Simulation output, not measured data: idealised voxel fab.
A process module follows: voxel capacitor over wiring.
Cross-section cut: width 230 nm, square cells of 5 nm.
For the purposes of this document, a cross-section shall be understood as a grid of square cells, specified as bands listed in top-to-bottom order, each band consisting of one or more rows of cells.
This entry defines a band. It first specifies the height of the band's top and the height of its bottom in nm, and then specifies the band's materials from left to right, stating each material with its width in nm. The word "edge to edge" identifies a single material that fills the band from edge to edge, while the word "empty" identifies empty space.
The reference from which all heights are counted is 0, the level beneath which the as-received wafer is entirely one material; the lowest band, having no lower bound, proceeds downward and is written after the example "0 and below".
Top row gets the first number, bottom row gets the second, and each row in between changes by the same step: that is how a band width like "30->40" works.
For the purposes of this document, the phrase "nothing different" attached to a step denotes that no cell within the cross-section was modified by that step.
"Unvented voids" enumerates empty spaces isolated from the top, with no open way to it, that contain at least 8 cells, giving each as width x height at distance from the left edge, all three in nm.
Anything after a step's settings on that line? It's the simulator's own note about the step.
What "overlay nm" on a step's line means: if the step has a mask, that mask lay this far to the right of its planned place, or, when the value is negative, to the left.

## Here's what the planned process steps look like
1. RECEIVE,material Si
2. CONFORMAL_DEP,material SiO2,thk nm 15
3. CONFORMAL_DEP,material SiCN,thk nm 5
4. DIRECTIONAL_DEP,material lowk,thk nm 15
5. PATTERN,tone open,mask id METAL_1,material resist,width nm 25,pitch nm 75,thk nm 15,overlay nm 0
6. DIRECTIONAL_ETCH,etch materials lowk,depth nm 15
7. DIRECTIONAL_ETCH,etch materials SiCN,depth nm 5
8. STRIP,etch materials resist
9. CONFORMAL_DEP,material TiN,thk nm 5
10. FILL_DEP,material Ru,thk nm 5
11. CMP,height nm 35
12. EPI,material Ru,thk nm 5
13. FILL_DEP,material SiCN,thk nm 5
14. DIRECTIONAL_DEP,material SiO2,thk nm 20
15. DIRECTIONAL_DEP,material aC,thk nm 10
16. PATTERN,tone open,mask id PLUG_1,material resist,width nm 15,thk nm 30,overlay nm 0
17. DIRECTIONAL_ETCH,etch materials aC,depth nm 10
18. STRIP,etch materials resist
19. DIRECTIONAL_ETCH,etch materials SiO2,depth nm 20
20. DIRECTIONAL_ETCH,etch materials SiCN,depth nm 5
21. STRIP,etch materials aC
22. CONFORMAL_DEP,material TiN,thk nm 5
23. FILL_DEP,material W,thk nm 10
24. CMP,height nm 65
25. DIRECTIONAL_DEP,material TiN,thk nm 5
26. DIRECTIONAL_DEP,material HfO2,thk nm 5
27. DIRECTIONAL_DEP,material TiN,thk nm 5
28. MASKED_ETCH,tone cover,mask id UPPER_PLATE,width nm 55,etch materials TiN,depth nm 5,overlay nm 0
29. MASKED_ETCH,tone cover,mask id UPPER_PLATE,width nm 55,etch materials HfO2,depth nm 5,overlay nm 0
30. MASKED_ETCH,tone cover,mask id LOWER_PLATE,width nm 65,etch materials TiN,depth nm 5,overlay nm 0
31. FILL_DEP,material SiO2,thk nm 15
32. CMP,height nm 90
33. MASKED_ETCH,tone open,mask id PLUG_2,width nm 15,etch materials SiO2,depth nm 10,overlay nm 0
34. CONFORMAL_DEP,material TiN,thk nm 5
35. FILL_DEP,material Cu,thk nm 5
36. CMP,height nm 90
37. CONFORMAL_DEP,material SiN,thk nm 5

## As received (post step 1): cross-section
  0 and below = Si edge to edge
  Unvented voids: none

## Figure: cross-sectional view of the wafer upon completion of the module, processed from the initial state and according to the plan depicted above, with one error introduced during execution
  95 down to 90 = SiN edge to edge
  90 down to 85 = 85 SiO2  5 TiN  5 Cu  5 TiN  130 SiO2
  85 down to 75 = 85->75 SiO2  15->55 TiN  130->100 SiO2
  75 down to 70 = 75 SiO2  55 HfO2  100 SiO2
  70 down to 65 = 70 SiO2  65 TiN  95 SiO2
  65 down to 45 = 75 SiO2  5 TiN  5 W  5 TiN  140 SiO2
  45 down to 40 = 75 SiCN  15 TiN  140 SiCN
  40 down to 35 = 60 SiCN  40 Ru  35 SiCN  40 Ru  55 SiCN
  35 down to 20 = 65 lowk  5 TiN  20 Ru  5 TiN  45 lowk  5 TiN  20 Ru  5 TiN  60 lowk
  20 down to 15 = 65 SiCN  30 TiN  45 SiCN  30 TiN  60 SiCN
  15 down to 0 = SiO2 edge to edge
  0 and below = Si edge to edge
  Unvented voids: none
Which mistake was made when the wafer was run? heads up, step 5 didn't go per plan, it actually ran as PATTERN,tone open,mask id METAL_1,material resist,width nm 30,pitch nm 75,thk nm 15,overlay nm 0
